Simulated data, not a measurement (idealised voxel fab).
The name of this process module is voxel released beams.
For reference, the cross-section in this document is cut, with width 280 nm and square cells of 5 nm.
The cross-sections in this document take the form of a grid made of square cells. They are written out as bands, in order from top to bottom. Each band consists of one or more rows of cells.
The band entry comprises the height of the band's top followed by the height of its bottom, expressed in nm, and subsequently the band's materials from left to right, each stated together with its width in nm. Where a single material is marked with the word "everywhere", that material fills the band from edge to edge. The word "blank" represents empty space.
Height is counted from the level 0, under which the received wafer is composed throughout of one material. The lowest of the bands is not closed at the bottom but continues downward, in the notation "from 0 down".
When a width is written as two numbers, as in "30->40", the first number is the width in the top row of cells of the band and the second is the width in its bottom row, and the width changes by the same amount from each row to the next.
"same as before" after a step means that no cell of the cross-section changed.
Look at "Unvented internal voids" for the closed voids: empty spaces with no open path to the top, sized 8 cells or up. Each is width x height at distance, distance from the left edge, all nm.
What comes after the settings on a step's line is commentary from the simulator itself on that step.
The optional step-line setting "overlay nm" applies to steps with a mask and quantifies how far to the right of its planned location the mask lay, a negative value indicating leftward placement.

### Below is the list of planned process steps
| 1 | RECEIVE (material Si) |
| 2 | CONFORMAL_DEP (material Al2O3; thk nm 10) |
| 3 | DIRECTIONAL_DEP (material SiO2; thk nm 15) |
| 4 | DIRECTIONAL_DEP (material aC; thk nm 15) |
| 5 | PATTERN (tone open; mask id ANCHOR; material resist; width nm 40; thk nm 30; overlay nm 0) |
| 6 | DIRECTIONAL_ETCH (etch materials aC; depth nm 15) |
| 7 | STRIP (etch materials resist) |
| 8 | DIRECTIONAL_ETCH (etch materials SiO2; depth nm 15) |
| 9 | STRIP (etch materials aC) |
| 10 | CONFORMAL_DEP (material SiN; thk nm 15) |
| 11 | DIRECTIONAL_DEP (material aC; thk nm 15) |
| 12 | PATTERN (tone cover; mask id BEAM; material resist; width nm 110; thk nm 35; overlay nm 0) |
| 13 | DIRECTIONAL_ETCH (etch materials aC; depth nm 15) |
| 14 | STRIP (etch materials resist) |
| 15 | DIRECTIONAL_ETCH (etch materials SiN; depth nm 15) |
| 16 | STRIP (etch materials aC) |
| 17 | STRIP (etch materials SiO2) |

### As received (post step 1): cross-section
* from 0 down | Si everywhere
* Unvented internal voids: none

### End-of-module XS, first of two wafers, run as planned
* from 40 to 25 | blank 80, then SiN 20, then blank 10, then SiN 80, then blank 90
* from 25 to 10 | blank 85, then SiN 40, then blank 155
* from 10 to 0 | Al2O3 everywhere
* from 0 down | Si everywhere
* Unvented internal voids: none

### The second wafer, shown in cross-section after the module: started the same way as the first and given the same plan, yet one mistake crept into how it was run
* from 40 to 25 | blank 80, then SiN 110, then blank 90
* from 25 to 15 | Al2O3 everywhere
* from 15 to 0 | SiO2 everywhere
* from 0 down | Si everywhere
* Unvented internal voids: none
Against the plan, the run slipped here: the processing plan was not followed for steps 2 and 3, which were run with their positions exchanged
at the end the second wafer has, in cells: -18 SiN | +168 SiO2
